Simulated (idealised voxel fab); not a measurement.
process module | voxel transistor to metal
cross-section cut | 190 nm wide | cells 5 nm
A cross-section is a grid of square cells, given in bands from the top down. A band is one or more rows of cells.
Each band's line starts with the height of the band's top and of its bottom, in nm. Then come its materials from left to right, each with its width in nm. One material with "throughout" fills the band from edge to edge. "air" is empty space.
Height 0 is the level under which the wafer as received is all one material. The lowest band goes on downwards, as in "0 down".
A width such as "30 to 40" changes by the same amount from each row of cells to the next, from the band's top row to its bottom row.
"no change" after a step means that no cell of the cross-section changed.
closed voids: empty space of 8 cells or more with no open way to the top, each as width x height at its distance from the left edge, in nm
after a step's settings: what the simulator itself notes on the step
overlay nm, on a step with a mask: how far to the right of its planned place the mask lay; to the left if negative
plan
1 op RECEIVE | material Si
2 op OXIDIZE | depth nm 5
3 op CONFORMAL_DEP | material SiN | thk nm 10
4 op PATTERN | tone cover | mask id ACTIVE | material resist | width nm 120 | thk nm 20 | overlay nm 0
5 op DIRECTIONAL_ETCH | etch materials SiN | depth nm 10
6 op DIRECTIONAL_ETCH | etch materials SiO2 | depth nm 5
7 op DIRECTIONAL_ETCH | etch materials Si | depth nm 20
8 op STRIP | etch materials resist
9 op FILL_DEP | material SiO2 | thk nm 15
10 op CMP | height nm 10
11 op SELECTIVE_ETCH | etch materials SiO2 | depth nm 5
12 op STRIP | etch materials SiN
13 op SELECTIVE_ETCH | etch materials SiO2 | depth nm 5
14 op OXIDIZE | depth nm 5
15 op DIRECTIONAL_DEP | material polySi | thk nm 20
16 op DIRECTIONAL_DEP | material SiCN | thk nm 10
17 op DIRECTIONAL_DEP | material aC | thk nm 15
18 op PATTERN | tone cover | mask id GATE | material resist | width nm 30 | thk nm 30 | overlay nm 0
19 op DIRECTIONAL_ETCH | etch materials aC | depth nm 15
20 op STRIP | etch materials resist
21 op DIRECTIONAL_ETCH | etch materials SiCN | depth nm 20
22 op DIRECTIONAL_ETCH | etch materials polySi | depth nm 30
23 op STRIP | etch materials aC
24 op CONFORMAL_DEP | material SiN | thk nm 5
25 op DIRECTIONAL_ETCH | etch materials SiN | depth nm 5
26 op DIRECTIONAL_ETCH | etch materials SiO2 | depth nm 5
27 op DIRECTIONAL_ETCH | etch materials Si | depth nm 10
28 op EPI | material pSi | thk nm 10
29 op FILL_DEP | material SiO2 | thk nm 5
30 op CMP | height nm 15
31 op STRIP | etch materials polySi
32 op SELECTIVE_ETCH | etch materials SiO2 | depth nm 5
33 op CONFORMAL_DEP | material HfO2 | thk nm 5
34 op CONFORMAL_DEP | material TiN | thk nm 5
35 op FILL_DEP | material W | thk nm 5
36 op CMP | height nm 10
37 op DIRECTIONAL_DEP | material SiO2 | thk nm 10
38 op PATTERN | tone open | mask id CONTACT | material resist | width nm 15 | pitch nm 85 | thk nm 20 | overlay nm 0
39 op DIRECTIONAL_ETCH | etch materials SiO2 | depth nm 30
40 op STRIP | etch materials resist
41 op CONFORMAL_DEP | material TiN | thk nm 5
42 op FILL_DEP | material W | thk nm 5
43 op CMP | height nm 20
44 op CONFORMAL_DEP | material SiCN | thk nm 5
45 op DIRECTIONAL_DEP | material SiO2 | thk nm 15
46 op PATTERN | tone open | mask id METAL_1 | material resist | width nm 15 | pitch nm 85 | thk nm 20 | overlay nm 0
47 op DIRECTIONAL_ETCH | etch materials SiO2 | depth nm 15
48 op DIRECTIONAL_ETCH | etch materials SiCN | depth nm 5
49 op STRIP | etch materials resist
50 op CONFORMAL_DEP | material TiN | thk nm 5
51 op FILL_DEP | material W | thk nm 5
52 op CMP | height nm 40
53 op CONFORMAL_DEP | material SiCN | thk nm 5
54 op DIRECTIONAL_DEP | material lowk | thk nm 25
55 op DIRECTIONAL_DEP | material aC | thk nm 15
56 op PATTERN | tone open | mask id METAL_2 | material resist | width nm 15 | pitch nm 85 | thk nm 30 | overlay nm 0
57 op DIRECTIONAL_ETCH | etch materials aC | depth nm 15
58 op STRIP | etch materials resist
59 op DIRECTIONAL_ETCH | etch materials lowk | depth nm 15
60 op STRIP | etch materials aC
61 op PATTERN | tone open | mask id METAL_2_HOLES | material resist | width nm 15 | pitch nm 85 | thk nm 20 | overlay nm 0
62 op DIRECTIONAL_ETCH | etch materials lowk | depth nm 10
63 op DIRECTIONAL_ETCH | etch materials SiCN | depth nm 5
64 op STRIP | etch materials resist
65 op CONFORMAL_DEP | material TiN | thk nm 5
66 op FILL_DEP | material Cu | thk nm 10
67 op CMP | height nm 70
68 op CONFORMAL_DEP | material SiN | thk nm 5
as received, after step 1
  0 down: Si throughout
  closed voids: none
first wafer at the end, as planned
  75 to 70: SiN throughout
  70 to 45: lowk 45 | TiN 5 | Cu 5 | TiN 5 | lowk 70 | TiN 5 | Cu 5 | TiN 5 | lowk 45
  45 to 40: SiCN 45 | TiN 15 | SiCN 70 | TiN 15 | SiCN 45
  40 to 25: SiO2 45 | TiN 5 | W 5 | TiN 5 | SiO2 70 | TiN 5 | W 5 | TiN 5 | SiO2 45
  25 to 20: SiCN 45 | TiN 15 | SiCN 70 | TiN 15 | SiCN 45
  20 to 10: SiO2 45 | TiN 5 | W 5 | TiN 5 | SiO2 70 | TiN 5 | W 5 | TiN 5 | SiO2 45
  10 to 0: SiO2 45 | TiN 5 | W 5 | TiN 5 | SiO2 15 | SiN 5 | HfO2 5 | TiN 5 | W 10 | TiN 5 | HfO2 5 | SiN 5 | SiO2 15 | TiN 5 | W 5 | TiN 5 | SiO2 45
  0 to -5: SiO2 30 | SiN 5 | SiO2 10 | TiN 5 | W 5 | TiN 5 | SiO2 5 | pSi 10 | SiN 5 | HfO2 5 | TiN 20 | HfO2 5 | SiN 5 | pSi 10 | SiO2 5 | TiN 5 | W 5 | TiN 5 | SiO2 10 | SiN 5 | SiO2 30
  -5 to -10: SiO2 45 | TiN 15 | SiO2 5 | pSi 10 | HfO2 40 | pSi 10 | SiO2 5 | TiN 15 | SiO2 45
  -10 to -20: SiO2 35 | pSi 40 | Si 40 | pSi 40 | SiO2 35
  -20 to -25: SiO2 35 | Si 120 | SiO2 35
  -25 down: Si throughout
  closed voids: none
second wafer at the end: like start, like plan, one mistake
  75 to 70: SiN throughout
  70 to 45: lowk 45 | TiN 5 | Cu 5 | TiN 5 | lowk 70 | TiN 5 | Cu 5 | TiN 5 | lowk 45
  45 to 40: SiCN 45 | TiN 15 | SiCN 70 | TiN 15 | SiCN 45
  40 to 25: SiO2 45 | TiN 5 | W 5 | TiN 5 | SiO2 70 | TiN 5 | W 5 | TiN 5 | SiO2 45
  25 to 20: SiCN 45 | TiN 15 | SiCN 70 | TiN 15 | SiCN 45
  20 to 15: SiO2 45 | TiN 5 | W 5 | TiN 5 | SiO2 70 | TiN 5 | W 5 | TiN 5 | SiO2 45
  15 to 10: SiO2 45 | TiN 15 | SiO2 70 | TiN 15 | SiO2 45
  10 to 0: SiCN throughout
  0 to -5: SiO2 throughout
  -5 down: Si throughout
  closed voids: none
what went wrong: step 3 ran as: op CONFORMAL_DEP | material SiCN | thk nm 10
at the end the second wafer has, in cells: 14 fewer of HfO2 | 112 more of Si | 76 more of SiCN | 8 fewer of SiN | 90 fewer of SiO2 | 24 fewer of TiN | 12 fewer of W | 40 fewer of pSi
